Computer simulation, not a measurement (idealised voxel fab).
Process module under the name voxel ribs on slabs
Cross-sectional view cut (width: 180 nm; square cell size: 5 nm).
The cross-sections in this document take the form of a grid made of square cells. They are written out as bands, in order from top to bottom. Each band consists of one or more rows of cells. The band entry comprises the height of the band's top followed by the height of its bottom, expressed in nm, and subsequently the band's materials from left to right, each stated together with its width in nm. Where a single material is marked with the word "all across", that material fills the band from edge to edge. The word "empty" represents empty space. The level at which height equals 0 is the one under which the wafer, as it arrives, is entirely one material. No lower edge exists for the bottom band, which continues downward and is notated as in "top 0, no bottom". The two numbers in a width such as "30..40" mark its ends across the band: the first belongs to the top row of cells, the second to the bottom row, and from each row to the next the width moves by the same amount. The cross-section has no changed cell in any step marked "no alteration". "Entrapped void list" - sealed voids, min. 8 cells, no opening to top; format: width x height at distance (distance from left edge; nm throughout). Read whatever lies past the settings on a step's line as the simulator's own remark about the step. A step's line can hold "overlay nm"; with a mask on that step, the setting says how far right of the planned place the mask lay, while a negative setting says it lay to the left.
The following list gives the planned process steps
| 1 | RECEIVE (material Si) |
| 2 | DIRECTIONAL_DEP (material SiO2; thk nm 30) |
| 3 | DIRECTIONAL_DEP (material SiN; thk nm 20) |
| 4 | DIRECTIONAL_DEP (material aC; thk nm 15) |
| 5 | PATTERN (tone cover; mask id RIB; material resist; width nm 25; thk nm 30; overlay nm 0) |
| 6 | DIRECTIONAL_ETCH (etch materials aC; depth nm 15) |
| 7 | STRIP (etch materials resist) |
| 8 | DIRECTIONAL_ETCH (etch materials SiN; depth nm 10) |
| 9 | STRIP (etch materials aC) |
| 10 | DIRECTIONAL_DEP (material aC; thk nm 15) |
| 11 | PATTERN (tone cover; mask id SLAB; material resist; width nm 75; thk nm 30; overlay nm 0) |
| 12 | DIRECTIONAL_ETCH (etch materials aC; depth nm 15) |
| 13 | STRIP (etch materials resist) |
| 14 | DIRECTIONAL_ETCH (etch materials SiN; depth nm 10) |
| 15 | STRIP (etch materials aC) |
| 16 | FILL_DEP (material SiO2; thk nm 25) |
| 17 | CMP (height nm 65) |
| 18 | DIRECTIONAL_DEP (material W; thk nm 5) |
| 19 | PATTERN (tone cover; mask id HEATER; material resist; width nm 35; thk nm 15; overlay nm 0) |
| 20 | DIRECTIONAL_ETCH (etch materials W; depth nm 5) |
| 21 | STRIP (etch materials resist) |
| 22 | CONFORMAL_DEP (material SiO2; thk nm 10) |
as received, after step 1
	top 0, no bottom = Si all across
	Entrapped void list: none
Final cross-section, module run with one mistake (start and plan as above)
	top 80, bottom 75 = empty=60, then SiO2=55, then empty=65
	top 75, bottom 70 = SiO2 all across
	top 70, bottom 65 = SiO2=70, then W=35, then SiO2=75
	top 65, bottom 50 = SiO2 all across
	top 50, bottom 45 = SiO2=75, then SiN=25, then SiO2=80
	top 45, bottom 35 = SiO2=50, then SiN=75, then SiO2=55
	top 35, bottom 30 = SiN all across
	top 30, bottom 0 = SiO2 all across
	top 0, no bottom = Si all across
	Entrapped void list: none
Short version of what went wrong: for step 8, the planned setting was not used; the step was instead run as DIRECTIONAL_ETCH (etch materials SiN; depth nm 5)
